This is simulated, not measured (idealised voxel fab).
process module | voxel local oxidation
cross-section cut | 290 nm wide | cells 5 nm
A cross-section is a grid of square cells, given in bands from the top down. A band is one or more rows of cells.
Each band's line starts with the height of the band's top and of its bottom, in nm. Then come its materials from left to right, each with its width in nm. One material with "throughout" fills the band from edge to edge. "air" is empty space.
Height 0 is the level under which the wafer as received is all one material. The lowest band goes on downwards, as in "0 down".
A width such as "30 to 40" changes by the same amount from each row of cells to the next, from the band's top row to its bottom row.
"no change" after a step means that no cell of the cross-section changed.
closed voids: empty space of 8 cells or more with no open way to the top, each as width x height at its distance from the left edge, in nm
after a step's settings: what the simulator itself notes on the step
overlay nm, on a step with a mask: how far to the right of its planned place the mask lay; to the left if negative
plan
1 op RECEIVE | material Si
2 op OXIDIZE | depth nm 5
3 op CONFORMAL_DEP | material SiN | thk nm 15
4 op DIRECTIONAL_DEP | material aC | thk nm 15
5 op PATTERN | tone cover | mask id ACTIVE | material resist | width nm 110 | thk nm 35 | overlay nm 0
6 op DIRECTIONAL_ETCH | etch materials aC | depth nm 15
7 op STRIP | etch materials resist
8 op DIRECTIONAL_ETCH | etch materials SiN | depth nm 15
9 op STRIP | etch materials aC
10 op SELECTIVE_ETCH | etch materials SiO2 | depth nm 5
11 op OXIDIZE | depth nm 15
12 op STRIP | etch materials SiN
as received, after step 1
  0 down: Si throughout
  closed voids: none
a wafer at the end: this start, this plan, one mistake
  25 to 15: SiO2 throughout
  15 to 0: SiN throughout
  0 to -5: SiO2 throughout
  -5 down: Si throughout
  closed voids: none
what went wrong: step 4 ran as: op DIRECTIONAL_DEP | material SiO2 | thk nm 15
